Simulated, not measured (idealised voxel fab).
process module | voxel transistor to metal
cross-section cut | 295 nm wide | cells 5 nm
A cross-section is a grid of square cells, given in bands from the top down. A band is one or more rows of cells.
Each band's line starts with the height of the band's top and of its bottom, in nm. Then come its materials from left to right, each with its width in nm. One material with "throughout" fills the band from edge to edge. "air" is empty space.
Height 0 is the level under which the wafer as received is all one material. The lowest band goes on downwards, as in "0 down".
A width such as "30 to 40" changes by the same amount from each row of cells to the next, from the band's top row to its bottom row.
"no change" after a step means that no cell of the cross-section changed.
closed voids: empty space of 8 cells or more with no open way to the top, each as width x height at its distance from the left edge, in nm
after a step's settings: what the simulator itself notes on the step
overlay nm, on a step with a mask: how far to the right of its planned place the mask lay; to the left if negative
plan
1 op RECEIVE | material Si
2 op OXIDIZE | depth nm 5
3 op CONFORMAL_DEP | material SiN | thk nm 15
4 op MASKED_ETCH | tone cover | mask id ACTIVE | width nm 115 | pitch nm 135 | etch materials SiN | depth nm 15 | overlay nm 0
5 op MASKED_ETCH | tone cover | mask id ACTIVE | width nm 115 | pitch nm 135 | etch materials SiO2 | depth nm 5 | overlay nm 0
6 op MASKED_ETCH | tone cover | mask id ACTIVE | width nm 115 | pitch nm 135 | etch materials Si | depth nm 35 | overlay nm 0
7 op FILL_DEP | material SiO2 | thk nm 15
8 op CMP | height nm 15
9 op SELECTIVE_ETCH | etch materials SiO2 | depth nm 5
10 op STRIP | etch materials SiN
11 op SELECTIVE_ETCH | etch materials SiO2 | depth nm 5
12 op OXIDIZE | depth nm 5
13 op DIRECTIONAL_DEP | material polySi | thk nm 20
14 op DIRECTIONAL_DEP | material SiCN | thk nm 15
15 op DIRECTIONAL_DEP | material aC | thk nm 15
16 op PATTERN | tone cover | mask id GATE | material resist | width nm 15 | pitch nm 135 | thk nm 35 | overlay nm 0
17 op DIRECTIONAL_ETCH | etch materials aC | depth nm 15
18 op STRIP | etch materials resist
19 op DIRECTIONAL_ETCH | etch materials SiCN | depth nm 25
20 op DIRECTIONAL_ETCH | etch materials polySi | depth nm 30
21 op STRIP | etch materials aC
22 op CONFORMAL_DEP | material SiN | thk nm 5
23 op DIRECTIONAL_ETCH | etch materials SiN | depth nm 5
24 op DIRECTIONAL_ETCH | etch materials SiO2 | depth nm 5
25 op DIRECTIONAL_ETCH | etch materials Si | depth nm 5
26 op EPI | material pSi | thk nm 10
27 op FILL_DEP | material SiO2 | thk nm 10
28 op CMP | height nm 30
29 op DIRECTIONAL_DEP | material SiO2 | thk nm 15
30 op MASKED_ETCH | tone open | mask id CONTACT | width nm 20 | etch materials SiO2 | depth nm 50 | overlay nm 0
31 op CONFORMAL_DEP | material TiN | thk nm 5
32 op FILL_DEP | material W | thk nm 10
33 op CMP | height nm 45
34 op DIRECTIONAL_DEP | material TiN | thk nm 5
35 op DIRECTIONAL_DEP | material Ru | thk nm 20
36 op DIRECTIONAL_DEP | material aC | thk nm 15
37 op PATTERN | tone cover | mask id METAL_1 | material resist | width nm 20 | thk nm 30 | overlay nm 0
38 op DIRECTIONAL_ETCH | etch materials aC | depth nm 15
39 op STRIP | etch materials resist
40 op DIRECTIONAL_ETCH | etch materials Ru | depth nm 20
41 op DIRECTIONAL_ETCH | etch materials TiN | depth nm 5
42 op STRIP | etch materials aC
43 op CONFORMAL_DEP | material SiCN | thk nm 5
44 op FILL_DEP | material SiO2 | thk nm 10
45 op CMP | height nm 70
46 op CONFORMAL_DEP | material SiN | thk nm 5
first wafer, as planned
as received, after step 1
  0 down: Si throughout
  closed voids: none
after step 2
  0 to -5: SiO2 throughout
  below -5: unchanged
after step 3
  15 to 0: SiN throughout
  below 0: unchanged
after step 4
  15 to 0: air 20 | SiN 115 | air 20 | SiN 115 | air 25
  below 0: unchanged
after step 5
  15 to 0: air 20 | SiN 115 | air 20 | SiN 115 | air 25
  0 to -5: air 20 | SiO2 115 | air 20 | SiO2 115 | air 25
  below -5: unchanged
after step 6
  15 to 0: air 20 | SiN 115 | air 20 | SiN 115 | air 25
  0 to -5: air 20 | SiO2 115 | air 20 | SiO2 115 | air 25
  -5 to -40: air 20 | Si 115 | air 20 | Si 115 | air 25
  below -40: unchanged
after step 7
  30 to 15: SiO2 throughout
  15 to 0: SiO2 20 | SiN 115 | SiO2 20 | SiN 115 | SiO2 25
  0 to -5: SiO2 throughout
  -5 to -40: SiO2 20 | Si 115 | SiO2 20 | Si 115 | SiO2 25
  below -40: unchanged
after step 8
  15 to 0: SiO2 20 | SiN 115 | SiO2 20 | SiN 115 | SiO2 25
  below 0: unchanged
after step 9
  15 to 10: air 20 | SiN 115 | air 20 | SiN 115 | air 25
  below 10: unchanged
after step 10
  10 to 0: SiO2 20 | air 115 | SiO2 20 | air 115 | SiO2 25
  below 0: unchanged
after step 11
  5 to -5: SiO2 15 | air 125 | SiO2 10 | air 125 | SiO2 20
  below -5: unchanged
after step 12
  5 to -5: SiO2 15 | air 125 | SiO2 10 | air 125 | SiO2 20
  -5 to -10: SiO2 throughout
  below -10: unchanged
after step 13
  25 to 15: polySi 15 | air 125 | polySi 10 | air 125 | polySi 20
  15 to 5: polySi throughout
  5 to -5: SiO2 15 | polySi 125 | SiO2 10 | polySi 125 | SiO2 20
  below -5: unchanged
after step 14
  40 to 30: SiCN 15 | air 125 | SiCN 10 | air 125 | SiCN 20
  30 to 25: SiCN throughout
  25 to 15: polySi 15 | SiCN 125 | polySi 10 | SiCN 125 | polySi 20
  below 15: unchanged
after step 15
  55 to 45: aC 15 | air 125 | aC 10 | air 125 | aC 20
  45 to 40: aC throughout
  40 to 30: SiCN 15 | aC 125 | SiCN 10 | aC 125 | SiCN 20
  below 30: unchanged
after step 16
  90 to 55: air 70 | resist 15 | air 120 | resist 15 | air 75
  55 to 45: aC 15 | air 55 | resist 15 | air 55 | aC 10 | air 55 | resist 15 | air 55 | aC 20
  below 45: unchanged
after step 17
  75 to 45: air 70 | resist 15 | air 120 | resist 15 | air 75
  45 to 40: air 70 | aC 15 | air 120 | aC 15 | air 75
  40 to 30: SiCN 15 | air 55 | aC 15 | air 55 | SiCN 10 | air 55 | aC 15 | air 55 | SiCN 20
  below 30: unchanged
after step 18
  45 to 40: air 70 | aC 15 | air 120 | aC 15 | air 75
  below 40: unchanged
after step 19
  45 to 30: air 70 | aC 15 | air 120 | aC 15 | air 75
  30 to 25: air 70 | SiCN 15 | air 120 | SiCN 15 | air 75
  25 to 15: polySi 15 | air 55 | SiCN 15 | air 55 | polySi 10 | air 55 | SiCN 15 | air 55 | polySi 20
  below 15: unchanged
after step 20
  45 to 30: air 70 | aC 15 | air 120 | aC 15 | air 75
  30 to 15: air 70 | SiCN 15 | air 120 | SiCN 15 | air 75
  15 to 5: air 70 | polySi 15 | air 120 | polySi 15 | air 75
  5 to -5: SiO2 15 | air 55 | polySi 15 | air 55 | SiO2 10 | air 55 | polySi 15 | air 55 | SiO2 20
  below -5: unchanged
after step 21
  30 to 15: air 70 | SiCN 15 | air 120 | SiCN 15 | air 75
  below 15: unchanged
after step 22
  35 to 30: air 65 | SiN 25 | air 110 | SiN 25 | air 70
  30 to 15: air 65 | SiN 5 | SiCN 15 | SiN 5 | air 110 | SiN 5 | SiCN 15 | SiN 5 | air 70
  15 to 10: air 65 | SiN 5 | polySi 15 | SiN 5 | air 110 | SiN 5 | polySi 15 | SiN 5 | air 70
  10 to 5: SiN 20 | air 45 | SiN 5 | polySi 15 | SiN 5 | air 45 | SiN 20 | air 45 | SiN 5 | polySi 15 | SiN 5 | air 45 | SiN 25
  5 to 0: SiO2 15 | SiN 5 | air 45 | SiN 5 | polySi 15 | SiN 5 | air 45 | SiN 5 | SiO2 10 | SiN 5 | air 45 | SiN 5 | polySi 15 | SiN 5 | air 45 | SiN 5 | SiO2 20
  0 to -5: SiO2 15 | SiN 55 | polySi 15 | SiN 55 | SiO2 10 | SiN 55 | polySi 15 | SiN 55 | SiO2 20
  below -5: unchanged
after step 23
  30 to 15: air 65 | SiN 5 | SiCN 15 | SiN 5 | air 110 | SiN 5 | SiCN 15 | SiN 5 | air 70
  15 to 5: air 65 | SiN 5 | polySi 15 | SiN 5 | air 110 | SiN 5 | polySi 15 | SiN 5 | air 70
  5 to -5: SiO2 15 | SiN 5 | air 45 | SiN 5 | polySi 15 | SiN 5 | air 45 | SiN 5 | SiO2 10 | SiN 5 | air 45 | SiN 5 | polySi 15 | SiN 5 | air 45 | SiN 5 | SiO2 20
  below -5: unchanged
after step 24
  30 to 15: air 65 | SiN 5 | SiCN 15 | SiN 5 | air 110 | SiN 5 | SiCN 15 | SiN 5 | air 70
  15 to 5: air 65 | SiN 5 | polySi 15 | SiN 5 | air 110 | SiN 5 | polySi 15 | SiN 5 | air 70
  5 to 0: air 15 | SiN 5 | air 45 | SiN 5 | polySi 15 | SiN 5 | air 45 | SiN 5 | air 10 | SiN 5 | air 45 | SiN 5 | polySi 15 | SiN 5 | air 45 | SiN 5 | air 20
  0 to -5: SiO2 15 | SiN 5 | air 45 | SiN 5 | polySi 15 | SiN 5 | air 45 | SiN 5 | SiO2 10 | SiN 5 | air 45 | SiN 5 | polySi 15 | SiN 5 | air 45 | SiN 5 | SiO2 20
  -5 to -10: SiO2 20 | air 45 | SiO2 25 | air 45 | SiO2 20 | air 45 | SiO2 25 | air 45 | SiO2 25
  below -10: unchanged
after step 25
  30 to 15: air 65 | SiN 5 | SiCN 15 | SiN 5 | air 110 | SiN 5 | SiCN 15 | SiN 5 | air 70
  15 to 5: air 65 | SiN 5 | polySi 15 | SiN 5 | air 110 | SiN 5 | polySi 15 | SiN 5 | air 70
  5 to 0: air 15 | SiN 5 | air 45 | SiN 5 | polySi 15 | SiN 5 | air 45 | SiN 5 | air 10 | SiN 5 | air 45 | SiN 5 | polySi 15 | SiN 5 | air 45 | SiN 5 | air 20
  0 to -5: SiO2 15 | SiN 5 | air 45 | SiN 5 | polySi 15 | SiN 5 | air 45 | SiN 5 | SiO2 10 | SiN 5 | air 45 | SiN 5 | polySi 15 | SiN 5 | air 45 | SiN 5 | SiO2 20
  -5 to -10: SiO2 20 | air 45 | SiO2 25 | air 45 | SiO2 20 | air 45 | SiO2 25 | air 45 | SiO2 25
  -10 to -15: SiO2 20 | air 45 | Si 25 | air 45 | SiO2 20 | air 45 | Si 25 | air 45 | SiO2 25
  below -15: unchanged
after step 26
  30 to 15: air 65 | SiN 5 | SiCN 15 | SiN 5 | air 110 | SiN 5 | SiCN 15 | SiN 5 | air 70
  15 to 5: air 65 | SiN 5 | polySi 15 | SiN 5 | air 110 | SiN 5 | polySi 15 | SiN 5 | air 70
  5 to 0: air 15 | SiN 5 | air 45 | SiN 5 | polySi 15 | SiN 5 | air 45 | SiN 5 | air 10 | SiN 5 | air 45 | SiN 5 | polySi 15 | SiN 5 | air 45 | SiN 5 | air 20
  0 to -5: SiO2 15 | SiN 5 | air 35 | pSi 10 | SiN 5 | polySi 15 | SiN 5 | pSi 10 | air 35 | SiN 5 | SiO2 10 | SiN 5 | air 35 | pSi 10 | SiN 5 | polySi 15 | SiN 5 | pSi 10 | air 35 | SiN 5 | SiO2 20
  -5 to -10: SiO2 20 | pSi 45 | SiO2 25 | pSi 45 | SiO2 20 | pSi 45 | SiO2 25 | pSi 45 | SiO2 25
  -10 to -15: SiO2 20 | pSi 45 | Si 25 | pSi 45 | SiO2 20 | pSi 45 | Si 25 | pSi 45 | SiO2 25
  below -15: unchanged
after step 27
  40 to 30: SiO2 throughout
  30 to 15: SiO2 65 | SiN 5 | SiCN 15 | SiN 5 | SiO2 110 | SiN 5 | SiCN 15 | SiN 5 | SiO2 70
  15 to 5: SiO2 65 | SiN 5 | polySi 15 | SiN 5 | SiO2 110 | SiN 5 | polySi 15 | SiN 5 | SiO2 70
  5 to 0: SiO2 15 | SiN 5 | SiO2 45 | SiN 5 | polySi 15 | SiN 5 | SiO2 45 | SiN 5 | SiO2 10 | SiN 5 | SiO2 45 | SiN 5 | polySi 15 | SiN 5 | SiO2 45 | SiN 5 | SiO2 20
  0 to -5: SiO2 15 | SiN 5 | SiO2 35 | pSi 10 | SiN 5 | polySi 15 | SiN 5 | pSi 10 | SiO2 35 | SiN 5 | SiO2 10 | SiN 5 | SiO2 35 | pSi 10 | SiN 5 | polySi 15 | SiN 5 | pSi 10 | SiO2 35 | SiN 5 | SiO2 20
  below -5: unchanged
after step 28
  30 to 15: SiO2 65 | SiN 5 | SiCN 15 | SiN 5 | SiO2 110 | SiN 5 | SiCN 15 | SiN 5 | SiO2 70
  below 15: unchanged
after step 29
  45 to 30: SiO2 throughout
  below 30: unchanged
after step 30
  45 to 30: SiO2 30 | air 20 | SiO2 55 | air 20 | SiO2 40 | air 20 | SiO2 55 | air 20 | SiO2 35
  30 to 15: SiO2 30 | air 20 | SiO2 15 | SiN 5 | SiCN 15 | SiN 5 | SiO2 15 | air 20 | SiO2 40 | air 20 | SiO2 15 | SiN 5 | SiCN 15 | SiN 5 | SiO2 15 | air 20 | SiO2 35
  15 to 5: SiO2 30 | air 20 | SiO2 15 | SiN 5 | polySi 15 | SiN 5 | SiO2 15 | air 20 | SiO2 40 | air 20 | SiO2 15 | SiN 5 | polySi 15 | SiN 5 | SiO2 15 | air 20 | SiO2 35
  5 to 0: SiO2 15 | SiN 5 | SiO2 10 | air 20 | SiO2 15 | SiN 5 | polySi 15 | SiN 5 | SiO2 15 | air 20 | SiO2 10 | SiN 5 | SiO2 10 | SiN 5 | SiO2 10 | air 20 | SiO2 15 | SiN 5 | polySi 15 | SiN 5 | SiO2 15 | air 20 | SiO2 10 | SiN 5 | SiO2 20
  0 to -5: SiO2 15 | SiN 5 | SiO2 10 | air 20 | SiO2 5 | pSi 10 | SiN 5 | polySi 15 | SiN 5 | pSi 10 | SiO2 5 | air 20 | SiO2 10 | SiN 5 | SiO2 10 | SiN 5 | SiO2 10 | air 20 | SiO2 5 | pSi 10 | SiN 5 | polySi 15 | SiN 5 | pSi 10 | SiO2 5 | air 20 | SiO2 10 | SiN 5 | SiO2 20
  below -5: unchanged
after step 31
  50 to 45: TiN 35 | air 10 | TiN 65 | air 10 | TiN 50 | air 10 | TiN 65 | air 10 | TiN 40
  45 to 30: SiO2 30 | TiN 5 | air 10 | TiN 5 | SiO2 55 | TiN 5 | air 10 | TiN 5 | SiO2 40 | TiN 5 | air 10 | TiN 5 | SiO2 55 | TiN 5 | air 10 | TiN 5 | SiO2 35
  30 to 15: SiO2 30 | TiN 5 | air 10 | TiN 5 | SiO2 15 | SiN 5 | SiCN 15 | SiN 5 | SiO2 15 | TiN 5 | air 10 | TiN 5 | SiO2 40 | TiN 5 | air 10 | TiN 5 | SiO2 15 | SiN 5 | SiCN 15 | SiN 5 | SiO2 15 | TiN 5 | air 10 | TiN 5 | SiO2 35
  15 to 5: SiO2 30 | TiN 5 | air 10 | TiN 5 | SiO2 15 | SiN 5 | polySi 15 | SiN 5 | SiO2 15 | TiN 5 | air 10 | TiN 5 | SiO2 40 | TiN 5 | air 10 | TiN 5 | SiO2 15 | SiN 5 | polySi 15 | SiN 5 | SiO2 15 | TiN 5 | air 10 | TiN 5 | SiO2 35
  5 to 0: SiO2 15 | SiN 5 | SiO2 10 | TiN 5 | air 10 | TiN 5 | SiO2 15 | SiN 5 | polySi 15 | SiN 5 | SiO2 15 | TiN 5 | air 10 | TiN 5 | SiO2 10 | SiN 5 | SiO2 10 | SiN 5 | SiO2 10 | TiN 5 | air 10 | TiN 5 | SiO2 15 | SiN 5 | polySi 15 | SiN 5 | SiO2 15 | TiN 5 | air 10 | TiN 5 | SiO2 10 | SiN 5 | SiO2 20
  0 to -5: SiO2 15 | SiN 5 | SiO2 10 | TiN 20 | SiO2 5 | pSi 10 | SiN 5 | polySi 15 | SiN 5 | pSi 10 | SiO2 5 | TiN 20 | SiO2 10 | SiN 5 | SiO2 10 | SiN 5 | SiO2 10 | TiN 20 | SiO2 5 | pSi 10 | SiN 5 | polySi 15 | SiN 5 | pSi 10 | SiO2 5 | TiN 20 | SiO2 10 | SiN 5 | SiO2 20
  below -5: unchanged
after step 32
  60 to 50: W throughout
  50 to 45: TiN 35 | W 10 | TiN 65 | W 10 | TiN 50 | W 10 | TiN 65 | W 10 | TiN 40
  45 to 30: SiO2 30 | TiN 5 | W 10 | TiN 5 | SiO2 55 | TiN 5 | W 10 | TiN 5 | SiO2 40 | TiN 5 | W 10 | TiN 5 | SiO2 55 | TiN 5 | W 10 | TiN 5 | SiO2 35
  30 to 15: SiO2 30 | TiN 5 | W 10 | TiN 5 | SiO2 15 | SiN 5 | SiCN 15 | SiN 5 | SiO2 15 | TiN 5 | W 10 | TiN 5 | SiO2 40 | TiN 5 | W 10 | TiN 5 | SiO2 15 | SiN 5 | SiCN 15 | SiN 5 | SiO2 15 | TiN 5 | W 10 | TiN 5 | SiO2 35
  15 to 5: SiO2 30 | TiN 5 | W 10 | TiN 5 | SiO2 15 | SiN 5 | polySi 15 | SiN 5 | SiO2 15 | TiN 5 | W 10 | TiN 5 | SiO2 40 | TiN 5 | W 10 | TiN 5 | SiO2 15 | SiN 5 | polySi 15 | SiN 5 | SiO2 15 | TiN 5 | W 10 | TiN 5 | SiO2 35
  5 to 0: SiO2 15 | SiN 5 | SiO2 10 | TiN 5 | W 10 | TiN 5 | SiO2 15 | SiN 5 | polySi 15 | SiN 5 | SiO2 15 | TiN 5 | W 10 | TiN 5 | SiO2 10 | SiN 5 | SiO2 10 | SiN 5 | SiO2 10 | TiN 5 | W 10 | TiN 5 | SiO2 15 | SiN 5 | polySi 15 | SiN 5 | SiO2 15 | TiN 5 | W 10 | TiN 5 | SiO2 10 | SiN 5 | SiO2 20
  below 0: unchanged
after step 33
  45 to 30: SiO2 30 | TiN 5 | W 10 | TiN 5 | SiO2 55 | TiN 5 | W 10 | TiN 5 | SiO2 40 | TiN 5 | W 10 | TiN 5 | SiO2 55 | TiN 5 | W 10 | TiN 5 | SiO2 35
  below 30: unchanged
after step 34
  50 to 45: TiN throughout
  below 45: unchanged
after step 35
  70 to 50: Ru throughout
  below 50: unchanged
after step 36
  85 to 70: aC throughout
  below 70: unchanged
after step 37
  115 to 85: air 30 | resist 20 | air 55 | resist 20 | air 40 | resist 20 | air 55 | resist 20 | air 35
  below 85: unchanged
after step 38
  100 to 85: air 30 | resist 20 | air 55 | resist 20 | air 40 | resist 20 | air 55 | resist 20 | air 35
  85 to 70: air 30 | aC 20 | air 55 | aC 20 | air 40 | aC 20 | air 55 | aC 20 | air 35
  below 70: unchanged
after step 39
  85 to 70: air 30 | aC 20 | air 55 | aC 20 | air 40 | aC 20 | air 55 | aC 20 | air 35
  below 70: unchanged
after step 40
  85 to 70: air 30 | aC 20 | air 55 | aC 20 | air 40 | aC 20 | air 55 | aC 20 | air 35
  70 to 50: air 30 | Ru 20 | air 55 | Ru 20 | air 40 | Ru 20 | air 55 | Ru 20 | air 35
  below 50: unchanged
after step 41
  85 to 70: air 30 | aC 20 | air 55 | aC 20 | air 40 | aC 20 | air 55 | aC 20 | air 35
  70 to 50: air 30 | Ru 20 | air 55 | Ru 20 | air 40 | Ru 20 | air 55 | Ru 20 | air 35
  50 to 45: air 30 | TiN 20 | air 55 | TiN 20 | air 40 | TiN 20 | air 55 | TiN 20 | air 35
  below 45: unchanged
after step 42
  70 to 50: air 30 | Ru 20 | air 55 | Ru 20 | air 40 | Ru 20 | air 55 | Ru 20 | air 35
  below 50: unchanged
after step 43
  75 to 70: air 25 | SiCN 30 | air 45 | SiCN 30 | air 30 | SiCN 30 | air 45 | SiCN 30 | air 30
  70 to 50: air 25 | SiCN 5 | Ru 20 | SiCN 5 | air 45 | SiCN 5 | Ru 20 | SiCN 5 | air 30 | SiCN 5 | Ru 20 | SiCN 5 | air 45 | SiCN 5 | Ru 20 | SiCN 5 | air 30
  50 to 45: SiCN 30 | TiN 20 | SiCN 55 | TiN 20 | SiCN 40 | TiN 20 | SiCN 55 | TiN 20 | SiCN 35
  below 45: unchanged
after step 44
  85 to 75: SiO2 throughout
  75 to 70: SiO2 25 | SiCN 30 | SiO2 45 | SiCN 30 | SiO2 30 | SiCN 30 | SiO2 45 | SiCN 30 | SiO2 30
  70 to 50: SiO2 25 | SiCN 5 | Ru 20 | SiCN 5 | SiO2 45 | SiCN 5 | Ru 20 | SiCN 5 | SiO2 30 | SiCN 5 | Ru 20 | SiCN 5 | SiO2 45 | SiCN 5 | Ru 20 | SiCN 5 | SiO2 30
  below 50: unchanged
after step 45
  70 to 50: SiO2 25 | SiCN 5 | Ru 20 | SiCN 5 | SiO2 45 | SiCN 5 | Ru 20 | SiCN 5 | SiO2 30 | SiCN 5 | Ru 20 | SiCN 5 | SiO2 45 | SiCN 5 | Ru 20 | SiCN 5 | SiO2 30
  below 50: unchanged
after step 46
  75 to 70: SiN throughout
  below 70: unchanged
second wafer: like start, like plan, one mistake. Through step 29 it matches the first wafer
when step 30 should have ended
  45 to 30: SiO2 25 | air 30 | SiO2 45 | air 30 | SiO2 30 | air 30 | SiO2 45 | air 30 | SiO2 30
  30 to 15: SiO2 25 | air 30 | SiO2 10 | SiN 5 | SiCN 15 | SiN 5 | SiO2 10 | air 30 | SiO2 30 | air 30 | SiO2 10 | SiN 5 | SiCN 15 | SiN 5 | SiO2 10 | air 30 | SiO2 30
  15 to 5: SiO2 25 | air 30 | SiO2 10 | SiN 5 | polySi 15 | SiN 5 | SiO2 10 | air 30 | SiO2 30 | air 30 | SiO2 10 | SiN 5 | polySi 15 | SiN 5 | SiO2 10 | air 30 | SiO2 30
  5 to 0: SiO2 15 | SiN 5 | SiO2 5 | air 30 | SiO2 10 | SiN 5 | polySi 15 | SiN 5 | SiO2 10 | air 30 | SiO2 5 | SiN 5 | SiO2 10 | SiN 5 | SiO2 5 | air 30 | SiO2 10 | SiN 5 | polySi 15 | SiN 5 | SiO2 10 | air 30 | SiO2 5 | SiN 5 | SiO2 20
  0 to -5: SiO2 15 | SiN 5 | SiO2 5 | air 30 | pSi 10 | SiN 5 | polySi 15 | SiN 5 | pSi 10 | air 30 | SiO2 5 | SiN 5 | SiO2 10 | SiN 5 | SiO2 5 | air 30 | pSi 10 | SiN 5 | polySi 15 | SiN 5 | pSi 10 | air 30 | SiO2 5 | SiN 5 | SiO2 20
  below -5: unchanged
when step 31 should have ended
  50 to 45: TiN 30 | air 20 | TiN 55 | air 20 | TiN 40 | air 20 | TiN 55 | air 20 | TiN 35
  45 to 30: SiO2 25 | TiN 5 | air 20 | TiN 5 | SiO2 45 | TiN 5 | air 20 | TiN 5 | SiO2 30 | TiN 5 | air 20 | TiN 5 | SiO2 45 | TiN 5 | air 20 | TiN 5 | SiO2 30
  30 to 15: SiO2 25 | TiN 5 | air 20 | TiN 5 | SiO2 10 | SiN 5 | SiCN 15 | SiN 5 | SiO2 10 | TiN 5 | air 20 | TiN 5 | SiO2 30 | TiN 5 | air 20 | TiN 5 | SiO2 10 | SiN 5 | SiCN 15 | SiN 5 | SiO2 10 | TiN 5 | air 20 | TiN 5 | SiO2 30
  15 to 5: SiO2 25 | TiN 5 | air 20 | TiN 5 | SiO2 10 | SiN 5 | polySi 15 | SiN 5 | SiO2 10 | TiN 5 | air 20 | TiN 5 | SiO2 30 | TiN 5 | air 20 | TiN 5 | SiO2 10 | SiN 5 | polySi 15 | SiN 5 | SiO2 10 | TiN 5 | air 20 | TiN 5 | SiO2 30
  5 to 0: SiO2 15 | SiN 5 | SiO2 5 | TiN 5 | air 20 | TiN 5 | SiO2 10 | SiN 5 | polySi 15 | SiN 5 | SiO2 10 | TiN 5 | air 20 | TiN 5 | SiO2 5 | SiN 5 | SiO2 10 | SiN 5 | SiO2 5 | TiN 5 | air 20 | TiN 5 | SiO2 10 | SiN 5 | polySi 15 | SiN 5 | SiO2 10 | TiN 5 | air 20 | TiN 5 | SiO2 5 | SiN 5 | SiO2 20
  0 to -5: SiO2 15 | SiN 5 | SiO2 5 | TiN 30 | pSi 10 | SiN 5 | polySi 15 | SiN 5 | pSi 10 | TiN 30 | SiO2 5 | SiN 5 | SiO2 10 | SiN 5 | SiO2 5 | TiN 30 | pSi 10 | SiN 5 | polySi 15 | SiN 5 | pSi 10 | TiN 30 | SiO2 5 | SiN 5 | SiO2 20
  below -5: unchanged
when step 32 should have ended
  60 to 50: W throughout
  50 to 45: TiN 30 | W 20 | TiN 55 | W 20 | TiN 40 | W 20 | TiN 55 | W 20 | TiN 35
  45 to 30: SiO2 25 | TiN 5 | W 20 | TiN 5 | SiO2 45 | TiN 5 | W 20 | TiN 5 | SiO2 30 | TiN 5 | W 20 | TiN 5 | SiO2 45 | TiN 5 | W 20 | TiN 5 | SiO2 30
  30 to 15: SiO2 25 | TiN 5 | W 20 | TiN 5 | SiO2 10 | SiN 5 | SiCN 15 | SiN 5 | SiO2 10 | TiN 5 | W 20 | TiN 5 | SiO2 30 | TiN 5 | W 20 | TiN 5 | SiO2 10 | SiN 5 | SiCN 15 | SiN 5 | SiO2 10 | TiN 5 | W 20 | TiN 5 | SiO2 30
  15 to 5: SiO2 25 | TiN 5 | W 20 | TiN 5 | SiO2 10 | SiN 5 | polySi 15 | SiN 5 | SiO2 10 | TiN 5 | W 20 | TiN 5 | SiO2 30 | TiN 5 | W 20 | TiN 5 | SiO2 10 | SiN 5 | polySi 15 | SiN 5 | SiO2 10 | TiN 5 | W 20 | TiN 5 | SiO2 30
  5 to 0: SiO2 15 | SiN 5 | SiO2 5 | TiN 5 | W 20 | TiN 5 | SiO2 10 | SiN 5 | polySi 15 | SiN 5 | SiO2 10 | TiN 5 | W 20 | TiN 5 | SiO2 5 | SiN 5 | SiO2 10 | SiN 5 | SiO2 5 | TiN 5 | W 20 | TiN 5 | SiO2 10 | SiN 5 | polySi 15 | SiN 5 | SiO2 10 | TiN 5 | W 20 | TiN 5 | SiO2 5 | SiN 5 | SiO2 20
  below 0: unchanged
when step 33 should have ended
  45 to 30: SiO2 25 | TiN 5 | W 20 | TiN 5 | SiO2 45 | TiN 5 | W 20 | TiN 5 | SiO2 30 | TiN 5 | W 20 | TiN 5 | SiO2 45 | TiN 5 | W 20 | TiN 5 | SiO2 30
  below 30: unchanged
when step 34 should have ended
  50 to 45: TiN throughout
  below 45: unchanged
when step 35 should have ended
  70 to 50: Ru throughout
  below 50: unchanged
when step 36 should have ended
  85 to 70: aC throughout
  below 70: unchanged
when step 37 should have ended
  115 to 85: air 30 | resist 20 | air 55 | resist 20 | air 40 | resist 20 | air 55 | resist 20 | air 35
  below 85: unchanged
when step 38 should have ended
  100 to 85: air 30 | resist 20 | air 55 | resist 20 | air 40 | resist 20 | air 55 | resist 20 | air 35
  85 to 70: air 30 | aC 20 | air 55 | aC 20 | air 40 | aC 20 | air 55 | aC 20 | air 35
  below 70: unchanged
when step 39 should have ended
  85 to 70: air 30 | aC 20 | air 55 | aC 20 | air 40 | aC 20 | air 55 | aC 20 | air 35
  below 70: unchanged
when step 40 should have ended
  85 to 70: air 30 | aC 20 | air 55 | aC 20 | air 40 | aC 20 | air 55 | aC 20 | air 35
  70 to 50: air 30 | Ru 20 | air 55 | Ru 20 | air 40 | Ru 20 | air 55 | Ru 20 | air 35
  below 50: unchanged
when step 41 should have ended
  85 to 70: air 30 | aC 20 | air 55 | aC 20 | air 40 | aC 20 | air 55 | aC 20 | air 35
  70 to 50: air 30 | Ru 20 | air 55 | Ru 20 | air 40 | Ru 20 | air 55 | Ru 20 | air 35
  50 to 45: air 30 | TiN 20 | air 55 | TiN 20 | air 40 | TiN 20 | air 55 | TiN 20 | air 35
  below 45: unchanged
when step 42 should have ended
  70 to 50: air 30 | Ru 20 | air 55 | Ru 20 | air 40 | Ru 20 | air 55 | Ru 20 | air 35
  below 50: unchanged
when step 43 should have ended
  75 to 70: air 25 | SiCN 30 | air 45 | SiCN 30 | air 30 | SiCN 30 | air 45 | SiCN 30 | air 30
  70 to 50: air 25 | SiCN 5 | Ru 20 | SiCN 5 | air 45 | SiCN 5 | Ru 20 | SiCN 5 | air 30 | SiCN 5 | Ru 20 | SiCN 5 | air 45 | SiCN 5 | Ru 20 | SiCN 5 | air 30
  50 to 45: SiCN 30 | TiN 20 | SiCN 55 | TiN 20 | SiCN 40 | TiN 20 | SiCN 55 | TiN 20 | SiCN 35
  below 45: unchanged
when step 44 should have ended
  85 to 75: SiO2 throughout
  75 to 70: SiO2 25 | SiCN 30 | SiO2 45 | SiCN 30 | SiO2 30 | SiCN 30 | SiO2 45 | SiCN 30 | SiO2 30
  70 to 50: SiO2 25 | SiCN 5 | Ru 20 | SiCN 5 | SiO2 45 | SiCN 5 | Ru 20 | SiCN 5 | SiO2 30 | SiCN 5 | Ru 20 | SiCN 5 | SiO2 45 | SiCN 5 | Ru 20 | SiCN 5 | SiO2 30
  below 50: unchanged
when step 45 should have ended
  70 to 50: SiO2 25 | SiCN 5 | Ru 20 | SiCN 5 | SiO2 45 | SiCN 5 | Ru 20 | SiCN 5 | SiO2 30 | SiCN 5 | Ru 20 | SiCN 5 | SiO2 45 | SiCN 5 | Ru 20 | SiCN 5 | SiO2 30
  below 50: unchanged
when step 46 should have ended
  75 to 70: SiN throughout
  below 70: unchanged
what went wrong: step 30 ran as: op MASKED_ETCH | tone open | mask id CONTACT | width nm 30 | etch materials SiO2 | depth nm 50 | overlay nm 0
at the end the second wafer has, in cells: 80 fewer of SiO2 | 8 more of TiN | 72 more of W
